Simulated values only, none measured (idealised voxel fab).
process module | voxel self aligned contacts
cross-section cut | 295 nm wide | cells 5 nm
A cross-section is a grid of square cells, given in bands from the top down. A band is one or more rows of cells.
Each band's line starts with the height of the band's top and of its bottom, in nm. Then come its materials from left to right, each with its width in nm. One material with "throughout" fills the band from edge to edge. "air" is empty space.
Height 0 is the level under which the wafer as received is all one material. The lowest band goes on downwards, as in "0 down".
A width such as "30 to 40" changes by the same amount from each row of cells to the next, from the band's top row to its bottom row.
"no change" after a step means that no cell of the cross-section changed.
closed voids: empty space of 8 cells or more with no open way to the top, each as width x height at its distance from the left edge, in nm
after a step's settings: what the simulator itself notes on the step
overlay nm, on a step with a mask: how far to the right of its planned place the mask lay; to the left if negative
plan
1 op RECEIVE | material Si
2 op CONFORMAL_DEP | material SiO2 | thk nm 5
3 op DIRECTIONAL_DEP | material polySi | thk nm 20
4 op DIRECTIONAL_DEP | material SiN | thk nm 20
5 op DIRECTIONAL_DEP | material aC | thk nm 10
6 op PATTERN | tone cover | mask id GATE | material resist | width nm 30 | pitch nm 75 | thk nm 25 | overlay nm 0
7 op DIRECTIONAL_ETCH | etch materials aC | depth nm 10
8 op STRIP | etch materials resist
9 op DIRECTIONAL_ETCH | etch materials SiN | depth nm 20
10 op DIRECTIONAL_ETCH | etch materials polySi | depth nm 20
11 op STRIP | etch materials aC
12 op CONFORMAL_DEP | material SiN | thk nm 10
13 op DIRECTIONAL_ETCH | etch materials SiN | depth nm 10
14 op FILL_DEP | material SiO2 | thk nm 20
15 op CMP | height nm 55
16 op DIRECTIONAL_DEP | material aC | thk nm 15
17 op PATTERN | tone open | mask id CONTACT | material resist | width nm 55 | thk nm 30 | overlay nm 0
18 op DIRECTIONAL_ETCH | etch materials aC | depth nm 15
19 op STRIP | etch materials resist
20 op DIRECTIONAL_ETCH | etch materials SiO2 | depth nm 55
21 op STRIP | etch materials aC
22 op CONFORMAL_DEP | material TiN | thk nm 5
23 op FILL_DEP | material W | thk nm 5
24 op CMP | height nm 55
25 op CONFORMAL_DEP | material SiN | thk nm 5
first wafer, as planned
as received, after step 1
  0 down: Si throughout
  closed voids: none
after step 2
  5 to 0: SiO2 throughout
  below 0: unchanged
after step 3
  25 to 5: polySi throughout
  below 5: unchanged
after step 4
  45 to 25: SiN throughout
  below 25: unchanged
after step 5
  55 to 45: aC throughout
  below 45: unchanged
after step 6
  80 to 55: air 95 | resist 30 | air 45 | resist 30 | air 95
  below 55: unchanged
after step 7
  70 to 55: air 95 | resist 30 | air 45 | resist 30 | air 95
  55 to 45: air 95 | aC 30 | air 45 | aC 30 | air 95
  below 45: unchanged
after step 8
  55 to 45: air 95 | aC 30 | air 45 | aC 30 | air 95
  below 45: unchanged
after step 9
  55 to 45: air 95 | aC 30 | air 45 | aC 30 | air 95
  45 to 25: air 95 | SiN 30 | air 45 | SiN 30 | air 95
  below 25: unchanged
after step 10
  55 to 45: air 95 | aC 30 | air 45 | aC 30 | air 95
  45 to 25: air 95 | SiN 30 | air 45 | SiN 30 | air 95
  25 to 5: air 95 | polySi 30 | air 45 | polySi 30 | air 95
  below 5: unchanged
after step 11
  45 to 25: air 95 | SiN 30 | air 45 | SiN 30 | air 95
  below 25: unchanged
after step 12
  55 to 25: air 85 | SiN 50 | air 25 | SiN 50 | air 85
  25 to 15: air 85 | SiN 10 | polySi 30 | SiN 10 | air 25 | SiN 10 | polySi 30 | SiN 10 | air 85
  15 to 5: SiN 95 | polySi 30 | SiN 45 | polySi 30 | SiN 95
  below 5: unchanged
after step 13
  45 to 25: air 85 | SiN 50 | air 25 | SiN 50 | air 85
  25 to 5: air 85 | SiN 10 | polySi 30 | SiN 10 | air 25 | SiN 10 | polySi 30 | SiN 10 | air 85
  below 5: unchanged
after step 14
  65 to 45: SiO2 throughout
  45 to 25: SiO2 85 | SiN 50 | SiO2 25 | SiN 50 | SiO2 85
  25 to 5: SiO2 85 | SiN 10 | polySi 30 | SiN 10 | SiO2 25 | SiN 10 | polySi 30 | SiN 10 | SiO2 85
  below 5: unchanged
after step 15
  55 to 45: SiO2 throughout
  below 45: unchanged
after step 16
  70 to 55: aC throughout
  below 55: unchanged
after step 17
  100 to 70: resist 120 | air 55 | resist 120
  below 70: unchanged
after step 18
  85 to 70: resist 120 | air 55 | resist 120
  70 to 55: aC 120 | air 55 | aC 120
  below 55: unchanged
after step 19
  70 to 55: aC 120 | air 55 | aC 120
  below 55: unchanged
after step 20
  70 to 55: aC 120 | air 55 | aC 120
  55 to 45: SiO2 120 | air 55 | SiO2 120
  45 to 25: SiO2 85 | SiN 50 | air 25 | SiN 50 | SiO2 85
  25 to 5: SiO2 85 | SiN 10 | polySi 30 | SiN 10 | air 25 | SiN 10 | polySi 30 | SiN 10 | SiO2 85
  5 to 0: SiO2 135 | air 25 | SiO2 135
  below 0: unchanged
after step 21
  55 to 45: SiO2 120 | air 55 | SiO2 120
  below 45: unchanged
after step 22
  60 to 55: TiN 125 | air 45 | TiN 125
  55 to 45: SiO2 120 | TiN 5 to 20 | air 45 to 15 | TiN 5 to 20 | SiO2 120
  45 to 25: SiO2 85 | SiN 50 | TiN 5 | air 15 | TiN 5 | SiN 50 | SiO2 85
  25 to 5: SiO2 85 | SiN 10 | polySi 30 | SiN 10 | TiN 5 | air 15 | TiN 5 | SiN 10 | polySi 30 | SiN 10 | SiO2 85
  5 to 0: SiO2 135 | TiN 25 | SiO2 135
  below 0: unchanged
after step 23
  65 to 60: W throughout
  60 to 55: TiN 125 | W 45 | TiN 125
  55 to 45: SiO2 120 | TiN 5 to 20 | W 45 to 15 | TiN 5 to 20 | SiO2 120
  45 to 25: SiO2 85 | SiN 50 | TiN 5 | W 15 | TiN 5 | SiN 50 | SiO2 85
  25 to 5: SiO2 85 | SiN 10 | polySi 30 | SiN 10 | TiN 5 | W 15 | TiN 5 | SiN 10 | polySi 30 | SiN 10 | SiO2 85
  below 5: unchanged
after step 24
  55 to 45: SiO2 120 | TiN 5 to 20 | W 45 to 15 | TiN 5 to 20 | SiO2 120
  below 45: unchanged
after step 25
  60 to 55: SiN throughout
  below 55: unchanged
second wafer: like start, like plan, one mistake. Through step 5 it matches the first wafer
when step 6 should have ended
  80 to 55: air 105 | resist 30 | air 45 | resist 30 | air 85
  below 55: unchanged
when step 7 should have ended
  70 to 55: air 105 | resist 30 | air 45 | resist 30 | air 85
  55 to 45: air 105 | aC 30 | air 45 | aC 30 | air 85
  below 45: unchanged
when step 8 should have ended
  55 to 45: air 105 | aC 30 | air 45 | aC 30 | air 85
  below 45: unchanged
when step 9 should have ended
  55 to 45: air 105 | aC 30 | air 45 | aC 30 | air 85
  45 to 25: air 105 | SiN 30 | air 45 | SiN 30 | air 85
  below 25: unchanged
when step 10 should have ended
  55 to 45: air 105 | aC 30 | air 45 | aC 30 | air 85
  45 to 25: air 105 | SiN 30 | air 45 | SiN 30 | air 85
  25 to 5: air 105 | polySi 30 | air 45 | polySi 30 | air 85
  below 5: unchanged
when step 11 should have ended
  45 to 25: air 105 | SiN 30 | air 45 | SiN 30 | air 85
  below 25: unchanged
when step 12 should have ended
  55 to 25: air 95 | SiN 50 | air 25 | SiN 50 | air 75
  25 to 15: air 95 | SiN 10 | polySi 30 | SiN 10 | air 25 | SiN 10 | polySi 30 | SiN 10 | air 75
  15 to 5: SiN 105 | polySi 30 | SiN 45 | polySi 30 | SiN 85
  below 5: unchanged
when step 13 should have ended
  45 to 25: air 95 | SiN 50 | air 25 | SiN 50 | air 75
  25 to 5: air 95 | SiN 10 | polySi 30 | SiN 10 | air 25 | SiN 10 | polySi 30 | SiN 10 | air 75
  below 5: unchanged
when step 14 should have ended
  65 to 45: SiO2 throughout
  45 to 25: SiO2 95 | SiN 50 | SiO2 25 | SiN 50 | SiO2 75
  25 to 5: SiO2 95 | SiN 10 | polySi 30 | SiN 10 | SiO2 25 | SiN 10 | polySi 30 | SiN 10 | SiO2 75
  below 5: unchanged
when step 15 should have ended
  55 to 45: SiO2 throughout
  below 45: unchanged
when step 16 should have ended
  70 to 55: aC throughout
  below 55: unchanged
when step 17 should have ended
  100 to 70: resist 120 | air 55 | resist 120
  below 70: unchanged
when step 18 should have ended
  85 to 70: resist 120 | air 55 | resist 120
  70 to 55: aC 120 | air 55 | aC 120
  below 55: unchanged
when step 19 should have ended
  70 to 55: aC 120 | air 55 | aC 120
  below 55: unchanged
when step 20 should have ended
  70 to 55: aC 120 | air 55 | aC 120
  55 to 45: SiO2 120 | air 55 | SiO2 120
  45 to 25: SiO2 95 | SiN 50 | air 25 | SiN 50 | SiO2 75
  25 to 5: SiO2 95 | SiN 10 | polySi 30 | SiN 10 | air 25 | SiN 10 | polySi 30 | SiN 10 | SiO2 75
  5 to 0: SiO2 145 | air 25 | SiO2 125
  below 0: unchanged
when step 21 should have ended
  55 to 45: SiO2 120 | air 55 | SiO2 120
  below 45: unchanged
when step 22 should have ended
  60 to 55: TiN 125 | air 45 | TiN 125
  55 to 45: SiO2 120 | TiN 5 to 30 | air 45 to 15 | TiN 5 to 10 | SiO2 120
  45 to 25: SiO2 95 | SiN 50 | TiN 5 | air 15 | TiN 5 | SiN 50 | SiO2 75
  25 to 5: SiO2 95 | SiN 10 | polySi 30 | SiN 10 | TiN 5 | air 15 | TiN 5 | SiN 10 | polySi 30 | SiN 10 | SiO2 75
  5 to 0: SiO2 145 | TiN 25 | SiO2 125
  below 0: unchanged
when step 23 should have ended
  65 to 60: W throughout
  60 to 55: TiN 125 | W 45 | TiN 125
  55 to 45: SiO2 120 | TiN 5 to 30 | W 45 to 15 | TiN 5 to 10 | SiO2 120
  45 to 25: SiO2 95 | SiN 50 | TiN 5 | W 15 | TiN 5 | SiN 50 | SiO2 75
  25 to 5: SiO2 95 | SiN 10 | polySi 30 | SiN 10 | TiN 5 | W 15 | TiN 5 | SiN 10 | polySi 30 | SiN 10 | SiO2 75
  below 5: unchanged
when step 24 should have ended
  55 to 45: SiO2 120 | TiN 5 to 30 | W 45 to 15 | TiN 5 to 10 | SiO2 120
  below 45: unchanged
when step 25 should have ended
  60 to 55: SiN throughout
  below 55: unchanged
what went wrong: step 6 ran as: op PATTERN | tone cover | mask id GATE | material resist | width nm 30 | pitch nm 75 | thk nm 25 | overlay nm 10
at the end the second wafer has, in cells: as many of each material as the first, in other places
